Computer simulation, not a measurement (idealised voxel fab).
You're looking at the process module voxel plated lines.
It is cross-section cut that appears here, measuring 185 nm in width, its square cells being 5 nm in size.
Cross-section spec: square-cell grid; bands listed top down; each band is one or more rows.
What a band's entry tells you: where the top is and where the bottom is, as heights in nm, and after that what lies inside, material by material from left to right, each with its width in nm. Empty space is written as the word "blank", and a single material marked with the word "edge to edge" occupies the band from edge to edge.
It should be noted that heights are counted from 0, beneath which the wafer as supplied is of one material throughout, and that the lowest band possesses no lower boundary but continues downward, as written in "0..down".
The two numbers in a width such as "30 to 40" mark its ends across the band: the first belongs to the top row of cells, the second to the bottom row, and from each row to the next the width moves by the same amount.
Any step labelled "no modification" changed none of the cells in the cross-section.
The entry titled "Enclosed cavity list" provides the empty spaces that have no open way to the top, restricted to those of 8 cells or more. Each is presented as width x height at distance, the distance being measured from the left edge, with all three in nm.
It should be noted that, on the line of a given step, the content following the step's settings is a remark produced by the simulator itself with respect to that step.
overlay nm: on a step with a mask, how far right of its planned place the mask lay; negative means left.

[The planned process steps are enumerated hereunder]
| 1 | RECEIVE | material Si |
| 2 | CONFORMAL_DEP | material SiO2 | thk nm 10 |
| 3 | DIRECTIONAL_DEP | material TiN | thk nm 5 |
| 4 | PATTERN | tone open | mask id LINES | material resist | width nm 15 | pitch nm 35 | thk nm 30 | overlay nm 0 |
| 5 | EPI | material Ru | thk nm 10 |
| 6 | EPI | material Ru | thk nm 10 |
| 7 | STRIP | etch materials resist |
| 8 | DIRECTIONAL_ETCH | etch materials TiN | depth nm 5 |
| 9 | CONFORMAL_DEP | material SiO2 | thk nm 5 |

[As-received state of the wafer in cross-section, equivalent to post-step 1]
  0..down = Si edge to edge
  Enclosed cavity list: none

[The cross-section shown corresponds to the wafer at the conclusion of the module. The initial structure and the process plan are those presented above; however, one mistake occurred in executing the plan]
  40..35 = SiO2 (35), then blank (5), then SiO2 (30), then blank (5), then SiO2 (30), then blank (5), then SiO2 (30), then blank (5), then SiO2 (40)
  35..15 = Ru (30), then SiO2 (5), then blank (5), then SiO2 (5), then Ru (20), then SiO2 (5), then blank (5), then SiO2 (5), then Ru (20), then SiO2 (5), then blank (5), then SiO2 (5), then Ru (20), then SiO2 (5), then blank (5), then SiO2 (5), then Ru (35)
  15..10 = TiN (30), then SiO2 (15), then TiN (20), then SiO2 (15), then TiN (20), then SiO2 (15), then TiN (20), then SiO2 (15), then TiN (35)
  10..0 = SiO2 edge to edge
  0..down = Si edge to edge
  Enclosed cavity list: none
Against the plan, the run slipped here: step 4 did not use the planned setting and instead ran as PATTERN | tone cover | mask id LINES | material resist | width nm 15 | pitch nm 35 | thk nm 30 | overlay nm 0
